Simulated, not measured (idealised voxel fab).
The process module presented herein is designated voxel capacitor over wiring.
Cross-section cut: width 220 nm, square cells of 5 nm.
Cross-section spec: square-cell grid; bands listed top down; each band is one or more rows. Within each band entry, the heights of the top and of the bottom of the band appear first, in that order and in nm; the materials of the band then follow from left to right, each with its corresponding width in nm. The designation "full width" on a single material indicates that it fills the band from edge to edge; the designation "empty" indicates empty space. Where do heights start? At 0: under that level the wafer as delivered is made of one material only. And the lowest band has no floor; it just carries on downward, as in "0 nm and below". Note: "30->40" means the width goes from the first number (top row of the band) to the second number (bottom row) in equal steps per row of cells. Any step labelled "remained unchanged" changed none of the cells in the cross-section. What "Sealed internal voids" gives you is every empty space of 8 cells or more that is cut off from the top. Each appears as width x height at distance, with the distance taken from the left edge and width, height and distance all in nm. It should be noted that, on the line of a given step, the content following the step's settings is a remark produced by the simulator itself with respect to that step. overlay nm: mask offset rightward from planned place, masked step; negative means leftward offset.
STEPS PLANNED FOR THE PROCESS
1 RECEIVE: material Si
2 CONFORMAL_DEP: material SiO2, thk nm 10
3 DIRECTIONAL_DEP: material TiN, thk nm 5
4 DIRECTIONAL_DEP: material W, thk nm 20
5 MASKED_ETCH: tone cover, mask id METAL_1, width nm 30, pitch nm 100, etch materials W, depth nm 20, overlay nm 0
6 MASKED_ETCH: tone cover, mask id METAL_1, width nm 20, pitch nm 100, etch materials TiN, depth nm 5, overlay nm 0
7 CONFORMAL_DEP: material SiN, thk nm 5
8 FILL_DEP: material lowk, thk nm 10
9 CMP: height nm 35
10 CONFORMAL_DEP: material SiCN, thk nm 5
11 DIRECTIONAL_DEP: material lowk, thk nm 15
12 PATTERN: tone open, mask id PLUG_1, material resist, width nm 15, thk nm 15, overlay nm 0
13 DIRECTIONAL_ETCH: etch materials lowk, depth nm 15
14 DIRECTIONAL_ETCH: etch materials SiCN, depth nm 5
15 STRIP: etch materials resist
16 EPI: material Ru, thk nm 10
17 EPI: material Ru, thk nm 10
18 DIRECTIONAL_DEP: material TiN, thk nm 10
19 DIRECTIONAL_DEP: material Al2O3, thk nm 5
20 DIRECTIONAL_DEP: material TiN, thk nm 5
21 MASKED_ETCH: tone cover, mask id UPPER_PLATE, width nm 75, etch materials TiN, depth nm 5, overlay nm 0
22 MASKED_ETCH: tone cover, mask id UPPER_PLATE, width nm 75, etch materials Al2O3, depth nm 5, overlay nm 0
23 MASKED_ETCH: tone cover, mask id LOWER_PLATE, width nm 85, etch materials TiN, depth nm 10, overlay nm 0
24 FILL_DEP: material SiO2, thk nm 15
25 CMP: height nm 85
26 MASKED_ETCH: tone open, mask id PLUG_2, width nm 15, etch materials SiO2, depth nm 10, overlay nm 0
27 CONFORMAL_DEP: material TiN, thk nm 5
28 FILL_DEP: material W, thk nm 10
29 CMP: height nm 85
30 CONFORMAL_DEP: material SiN, thk nm 5
Quick note for whoever runs this: the wafers start identical, but the width nm at step 6 isn't the same across them. The plan just shows what the first wafer had.
CROSS-SECTION OF THE FIRST INCOMING WAFER OF SEVERAL, STATE AFTER STEP 1
- 0 nm and below = Si full width
- Sealed internal voids: none
QUICK KEY FOR THE TABLE: A ROW PER WAFER, TAKEN AT THE END OF THE MODULE. FOR EACH MATERIAL IT TELLS YOU HOW MANY CELLS THE WAFER GAINED (+) OR LOST (-) SINCE IT CAME IN, AND THE CLOSED VOIDS COME AFTER
width nm 20 | +15 Al2O3 | +12 Ru | +41 SiCN | +92 SiN | +282 SiO2 | +66 TiN | +49 W | +235 lowk | Sealed internal voids: none
width nm 25 | +15 Al2O3 | +12 Ru | +41 SiCN | +92 SiN | +282 SiO2 | +66 TiN | +49 W | +235 lowk | Sealed internal voids: none
width nm 30 | +15 Al2O3 | +12 Ru | +41 SiCN | +92 SiN | +282 SiO2 | +66 TiN | +49 W | +235 lowk | Sealed internal voids: none
width nm 35 | +15 Al2O3 | +12 Ru | +41 SiCN | +92 SiN | +282 SiO2 | +68 TiN | +49 W | +233 lowk | Sealed internal voids: none
width nm 40 | +15 Al2O3 | +12 Ru | +41 SiCN | +92 SiN | +282 SiO2 | +70 TiN | +49 W | +231 lowk | Sealed internal voids: none
width nm 45 | +15 Al2O3 | +12 Ru | +41 SiCN | +92 SiN | +282 SiO2 | +72 TiN | +49 W | +229 lowk | Sealed internal voids: none
